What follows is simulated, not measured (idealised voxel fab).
process module | voxel local oxidation
cross-section cut | 210 nm wide | cells 5 nm
A cross-section is a grid of square cells, given in bands from the top down. A band is one or more rows of cells.
Each band's line starts with the height of the band's top and of its bottom, in nm. Then come its materials from left to right, each with its width in nm. One material with "throughout" fills the band from edge to edge. "air" is empty space.
Height 0 is the level under which the wafer as received is all one material. The lowest band goes on downwards, as in "0 down".
A width such as "30 to 40" changes by the same amount from each row of cells to the next, from the band's top row to its bottom row.
"no change" after a step means that no cell of the cross-section changed.
closed voids: empty space of 8 cells or more with no open way to the top, each as width x height at its distance from the left edge, in nm
after a step's settings: what the simulator itself notes on the step
overlay nm, on a step with a mask: how far to the right of its planned place the mask lay; to the left if negative
plan
1 op RECEIVE | material Si
2 op OXIDIZE | depth nm 5
3 op CONFORMAL_DEP | material SiN | thk nm 15
4 op MASKED_ETCH | tone cover | mask id ACTIVE | width nm 110 | etch materials SiN | depth nm 15 | overlay nm 0
5 op SELECTIVE_ETCH | etch materials SiO2 | depth nm 5
6 op OXIDIZE | depth nm 15
7 op STRIP | etch materials SiN
as received, after step 1
  0 down: Si throughout
  closed voids: none
a wafer at the end: this start, this plan, one mistake
  0 to -5: SiO2 45 | air 120 | SiO2 45
  -5 to -20: Si 30 | SiO2 150 | Si 30
  -20 down: Si throughout
  closed voids: none
what went wrong: step 4 ran as: op MASKED_ETCH | tone open | mask id ACTIVE | width nm 110 | etch materials SiN | depth nm 15 | overlay nm 0
